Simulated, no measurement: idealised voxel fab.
Module name: voxel self aligned contacts (process module)
For reference, the cross-section in this document is cut, with width 290 nm and square cells of 5 nm.
Bands, listed from the top down, are how a cross-section gets written in this document; the cross-section itself is a grid of square cells, and a band is one or more rows of them.
Heights first: top, then bottom, in nm. Then materials, left to right, each with a width in nm. "full width" on a single material: fills the band edge to edge. "air": empty space.
It should be noted that heights are counted from 0, beneath which the wafer as supplied is of one material throughout, and that the lowest band possesses no lower boundary but continues downward, as written in "0..down".
Note: "30->40" means the width goes from the first number (top row of the band) to the second number (bottom row) in equal steps per row of cells.
Any step labelled "nothing was modified" changed none of the cells in the cross-section.
"Completely sealed voids" - sealed voids, min. 8 cells, no opening to top; format: width x height at distance (distance from left edge; nm throughout).
The remark found on a step's line after its settings is issued by the simulator itself and pertains to that step.
The "overlay nm" setting may appear on a step's line; for a step that uses a mask, it gives how far to the right of its planned position the mask lay, and a negative value indicates the left.
# Intended process steps
1: op RECEIVE | material Si
2: op CONFORMAL_DEP | material SiO2 | thk nm 5
3: op DIRECTIONAL_DEP | material polySi | thk nm 25
4: op DIRECTIONAL_DEP | material SiN | thk nm 20
5: op DIRECTIONAL_DEP | material aC | thk nm 10
6: op PATTERN | tone cover | mask id GATE | material resist | width nm 35 | pitch nm 60 | thk nm 25 | overlay nm 0
7: op DIRECTIONAL_ETCH | etch materials aC | depth nm 10
8: op STRIP | etch materials resist
9: op DIRECTIONAL_ETCH | etch materials SiN | depth nm 20
10: op DIRECTIONAL_ETCH | etch materials polySi | depth nm 25
11: op STRIP | etch materials aC
12: op CONFORMAL_DEP | material SiN | thk nm 5
13: op DIRECTIONAL_ETCH | etch materials SiN | depth nm 5
14: op FILL_DEP | material SiO2 | thk nm 10
15: op CMP | height nm 55
16: op MASKED_ETCH | tone open | mask id CONTACT | width nm 35 | etch materials SiO2 | depth nm 55 | overlay nm 0
17: op CONFORMAL_DEP | material TiN | thk nm 5
18: op FILL_DEP | material W | thk nm 5
19: op CMP | height nm 55
20: op CONFORMAL_DEP | material SiN | thk nm 5
# The first of the two wafers, which ran as planned
# Cross-section: wafer on arrival = after step 1
    0..down = Si full width
    Completely sealed voids: none
# Step 2 complete: cross-section through the wafer
    5..0 = SiO2 full width
    Beneath the level 0, the cross-section is identical to its previous state.
# Step 3 complete: cross-section through the wafer
    30..5 = polySi full width
    Beneath the level 5, the cross-section is identical to its previous state.
# Step 4 complete: cross-section through the wafer
    50..30 = SiN full width
    Beneath the level 30, the cross-section is identical to its previous state.
# Step 5 complete: cross-section through the wafer
    60..50 = aC full width
    Beneath the level 50, the cross-section is identical to its previous state.
# Step 6 complete: cross-section through the wafer
    85..60 = 95 nm air, then 35 nm resist, then 25 nm air, then 35 nm resist, then 100 nm air
    Beneath the level 60, the cross-section is identical to its previous state.
# Step 7 complete: cross-section through the wafer
    75..60 = 95 nm air, then 35 nm resist, then 25 nm air, then 35 nm resist, then 100 nm air
    60..50 = 95 nm air, then 35 nm aC, then 25 nm air, then 35 nm aC, then 100 nm air
    Beneath the level 50, the cross-section is identical to its previous state.
# Step 8 complete: cross-section through the wafer
    60..50 = 95 nm air, then 35 nm aC, then 25 nm air, then 35 nm aC, then 100 nm air
    Beneath the level 50, the cross-section is identical to its previous state.
# Step 9 complete: cross-section through the wafer
    60..50 = 95 nm air, then 35 nm aC, then 25 nm air, then 35 nm aC, then 100 nm air
    50..30 = 95 nm air, then 35 nm SiN, then 25 nm air, then 35 nm SiN, then 100 nm air
    Beneath the level 30, the cross-section is identical to its previous state.
# Step 10 complete: cross-section through the wafer
    60..50 = 95 nm air, then 35 nm aC, then 25 nm air, then 35 nm aC, then 100 nm air
    50..30 = 95 nm air, then 35 nm SiN, then 25 nm air, then 35 nm SiN, then 100 nm air
    30..5 = 95 nm air, then 35 nm polySi, then 25 nm air, then 35 nm polySi, then 100 nm air
    Beneath the level 5, the cross-section is identical to its previous state.
# Step 11 complete: cross-section through the wafer
    50..30 = 95 nm air, then 35 nm SiN, then 25 nm air, then 35 nm SiN, then 100 nm air
    Beneath the level 30, the cross-section is identical to its previous state.
# Step 12 complete: cross-section through the wafer
    55..30 = 90 nm air, then 45 nm SiN, then 15 nm air, then 45 nm SiN, then 95 nm air
    30..10 = 90 nm air, then 5 nm SiN, then 35 nm polySi, then 5 nm SiN, then 15 nm air, then 5 nm SiN, then 35 nm polySi, then 5 nm SiN, then 95 nm air
    10..5 = 95 nm SiN, then 35 nm polySi, then 25 nm SiN, then 35 nm polySi, then 100 nm SiN
    Beneath the level 5, the cross-section is identical to its previous state.
# Step 13 complete: cross-section through the wafer
    50..30 = 90 nm air, then 45 nm SiN, then 15 nm air, then 45 nm SiN, then 95 nm air
    30..5 = 90 nm air, then 5 nm SiN, then 35 nm polySi, then 5 nm SiN, then 15 nm air, then 5 nm SiN, then 35 nm polySi, then 5 nm SiN, then 95 nm air
    Beneath the level 5, the cross-section is identical to its previous state.
# Step 14 complete: cross-section through the wafer
    60..50 = SiO2 full width
    50..30 = 90 nm SiO2, then 45 nm SiN, then 15 nm SiO2, then 45 nm SiN, then 95 nm SiO2
    30..5 = 90 nm SiO2, then 5 nm SiN, then 35 nm polySi, then 5 nm SiN, then 15 nm SiO2, then 5 nm SiN, then 35 nm polySi, then 5 nm SiN, then 95 nm SiO2
    Beneath the level 5, the cross-section is identical to its previous state.
# Step 15 complete: cross-section through the wafer
    55..50 = SiO2 full width
    Beneath the level 50, the cross-section is identical to its previous state.
# Step 16 complete: cross-section through the wafer
    55..50 = 125 nm SiO2, then 35 nm air, then 130 nm SiO2
    50..30 = 90 nm SiO2, then 45 nm SiN, then 15 nm air, then 45 nm SiN, then 95 nm SiO2
    30..5 = 90 nm SiO2, then 5 nm SiN, then 35 nm polySi, then 5 nm SiN, then 15 nm air, then 5 nm SiN, then 35 nm polySi, then 5 nm SiN, then 95 nm SiO2
    5..0 = 135 nm SiO2, then 15 nm air, then 140 nm SiO2
    Beneath the level 0, the cross-section is identical to its previous state.
# Step 17 complete: cross-section through the wafer
    60..55 = 130 nm TiN, then 25 nm air, then 135 nm TiN
    55..50 = 125 nm SiO2, then 15 nm TiN, then 5 nm air, then 15 nm TiN, then 130 nm SiO2
    50..30 = 90 nm SiO2, then 45 nm SiN, then 5 nm TiN, then 5 nm air, then 5 nm TiN, then 45 nm SiN, then 95 nm SiO2
    30..5 = 90 nm SiO2, then 5 nm SiN, then 35 nm polySi, then 5 nm SiN, then 5 nm TiN, then 5 nm air, then 5 nm TiN, then 5 nm SiN, then 35 nm polySi, then 5 nm SiN, then 95 nm SiO2
    5..0 = 135 nm SiO2, then 15 nm TiN, then 140 nm SiO2
    Beneath the level 0, the cross-section is identical to its previous state.
# Step 18 complete: cross-section through the wafer
    65..60 = W full width
    60..55 = 130 nm TiN, then 25 nm W, then 135 nm TiN
    55..50 = 125 nm SiO2, then 15 nm TiN, then 5 nm W, then 15 nm TiN, then 130 nm SiO2
    50..30 = 90 nm SiO2, then 45 nm SiN, then 5 nm TiN, then 5 nm W, then 5 nm TiN, then 45 nm SiN, then 95 nm SiO2
    30..5 = 90 nm SiO2, then 5 nm SiN, then 35 nm polySi, then 5 nm SiN, then 5 nm TiN, then 5 nm W, then 5 nm TiN, then 5 nm SiN, then 35 nm polySi, then 5 nm SiN, then 95 nm SiO2
    Beneath the level 5, the cross-section is identical to its previous state.
# Step 19 complete: cross-section through the wafer
    55..50 = 125 nm SiO2, then 15 nm TiN, then 5 nm W, then 15 nm TiN, then 130 nm SiO2
    Beneath the level 50, the cross-section is identical to its previous state.
# Step 20 complete: cross-section through the wafer
    60..55 = SiN full width
    Beneath the level 55, the cross-section is identical to its previous state.
# Wafer two. Same start, same plan, one slip in execution. Same as wafer one through step 2, inclusive
# At the planned end of step 3, the second wafer in cross-section
    55..5 = polySi full width
    Beneath the level 5, the cross-section is identical to its previous state.
# At the planned end of step 4, the second wafer in cross-section
    75..55 = SiN full width
    Beneath the level 55, the cross-section is identical to its previous state.
# At the planned end of step 5, the second wafer in cross-section
    85..75 = aC full width
    Beneath the level 75, the cross-section is identical to its previous state.
# At the planned end of step 6, the second wafer in cross-section
    110..85 = 95 nm air, then 35 nm resist, then 25 nm air, then 35 nm resist, then 100 nm air
    Beneath the level 85, the cross-section is identical to its previous state.
# At the planned end of step 7, the second wafer in cross-section
    100..85 = 95 nm air, then 35 nm resist, then 25 nm air, then 35 nm resist, then 100 nm air
    85..75 = 95 nm air, then 35 nm aC, then 25 nm air, then 35 nm aC, then 100 nm air
    Beneath the level 75, the cross-section is identical to its previous state.
# At the planned end of step 8, the second wafer in cross-section
    85..75 = 95 nm air, then 35 nm aC, then 25 nm air, then 35 nm aC, then 100 nm air
    Beneath the level 75, the cross-section is identical to its previous state.
# At the planned end of step 9, the second wafer in cross-section
    85..75 = 95 nm air, then 35 nm aC, then 25 nm air, then 35 nm aC, then 100 nm air
    75..55 = 95 nm air, then 35 nm SiN, then 25 nm air, then 35 nm SiN, then 100 nm air
    Beneath the level 55, the cross-section is identical to its previous state.
# At the planned end of step 10, the second wafer in cross-section
    85..75 = 95 nm air, then 35 nm aC, then 25 nm air, then 35 nm aC, then 100 nm air
    75..55 = 95 nm air, then 35 nm SiN, then 25 nm air, then 35 nm SiN, then 100 nm air
    55..30 = 95 nm air, then 35 nm polySi, then 25 nm air, then 35 nm polySi, then 100 nm air
    Beneath the level 30, the cross-section is identical to its previous state.
# At the planned end of step 11, the second wafer in cross-section
    75..55 = 95 nm air, then 35 nm SiN, then 25 nm air, then 35 nm SiN, then 100 nm air
    Beneath the level 55, the cross-section is identical to its previous state.
# At the planned end of step 12, the second wafer in cross-section
    80..55 = 90 nm air, then 45 nm SiN, then 15 nm air, then 45 nm SiN, then 95 nm air
    55..35 = 90 nm air, then 5 nm SiN, then 35 nm polySi, then 5 nm SiN, then 15 nm air, then 5 nm SiN, then 35 nm polySi, then 5 nm SiN, then 95 nm air
    35..30 = 95 nm SiN, then 35 nm polySi, then 25 nm SiN, then 35 nm polySi, then 100 nm SiN
    Beneath the level 30, the cross-section is identical to its previous state.
# At the planned end of step 13, the second wafer in cross-section
    75..55 = 90 nm air, then 45 nm SiN, then 15 nm air, then 45 nm SiN, then 95 nm air
    55..30 = 90 nm air, then 5 nm SiN, then 35 nm polySi, then 5 nm SiN, then 15 nm air, then 5 nm SiN, then 35 nm polySi, then 5 nm SiN, then 95 nm air
    Beneath the level 30, the cross-section is identical to its previous state.
# At the planned end of step 14, the second wafer in cross-section
    85..75 = SiO2 full width
    75..55 = 90 nm SiO2, then 45 nm SiN, then 15 nm SiO2, then 45 nm SiN, then 95 nm SiO2
    55..30 = 90 nm SiO2, then 5 nm SiN, then 35 nm polySi, then 5 nm SiN, then 15 nm SiO2, then 5 nm SiN, then 35 nm polySi, then 5 nm SiN, then 95 nm SiO2
    Beneath the level 30, the cross-section is identical to its previous state.
# At the planned end of step 15, the second wafer in cross-section
    55..30 = 90 nm SiO2, then 5 nm SiN, then 35 nm polySi, then 5 nm SiN, then 15 nm SiO2, then 5 nm SiN, then 35 nm polySi, then 5 nm SiN, then 95 nm SiO2
    Beneath the level 30, the cross-section is identical to its previous state.
# At the planned end of step 16, the second wafer in cross-section
    55..30 = 90 nm SiO2, then 5 nm SiN, then 35 nm polySi, then 5 nm SiN, then 15 nm air, then 5 nm SiN, then 35 nm polySi, then 5 nm SiN, then 95 nm SiO2
    Beneath the level 30, the cross-section is identical to its previous state.
# At the planned end of step 17, the second wafer in cross-section
    60..55 = 140 nm TiN, then 5 nm air, then 145 nm TiN
    55..35 = 90 nm SiO2, then 5 nm SiN, then 35 nm polySi, then 5 nm SiN, then 5 nm TiN, then 5 nm air, then 5 nm TiN, then 5 nm SiN, then 35 nm polySi, then 5 nm SiN, then 95 nm SiO2
    35..30 = 90 nm SiO2, then 5 nm SiN, then 35 nm polySi, then 5 nm SiN, then 15 nm TiN, then 5 nm SiN, then 35 nm polySi, then 5 nm SiN, then 95 nm SiO2
    Beneath the level 30, the cross-section is identical to its previous state.
# At the planned end of step 18, the second wafer in cross-section
    65..60 = W full width
    60..55 = 140 nm TiN, then 5 nm W, then 145 nm TiN
    55..35 = 90 nm SiO2, then 5 nm SiN, then 35 nm polySi, then 5 nm SiN, then 5 nm TiN, then 5 nm W, then 5 nm TiN, then 5 nm SiN, then 35 nm polySi, then 5 nm SiN, then 95 nm SiO2
    Beneath the level 35, the cross-section is identical to its previous state.
# At the planned end of step 19, the second wafer in cross-section
    55..35 = 90 nm SiO2, then 5 nm SiN, then 35 nm polySi, then 5 nm SiN, then 5 nm TiN, then 5 nm W, then 5 nm TiN, then 5 nm SiN, then 35 nm polySi, then 5 nm SiN, then 95 nm SiO2
    Beneath the level 35, the cross-section is identical to its previous state.
# At the planned end of step 20, the second wafer in cross-section
    60..55 = SiN full width
    Beneath the level 55, the cross-section is identical to its previous state.
Finding, execution versus plan: step 3 from the plan got run twice
Final difference in cells, second wafer against first, listed per material as more or fewer: SiN -72; SiO2 -196; TiN -16; W -6; polySi +290
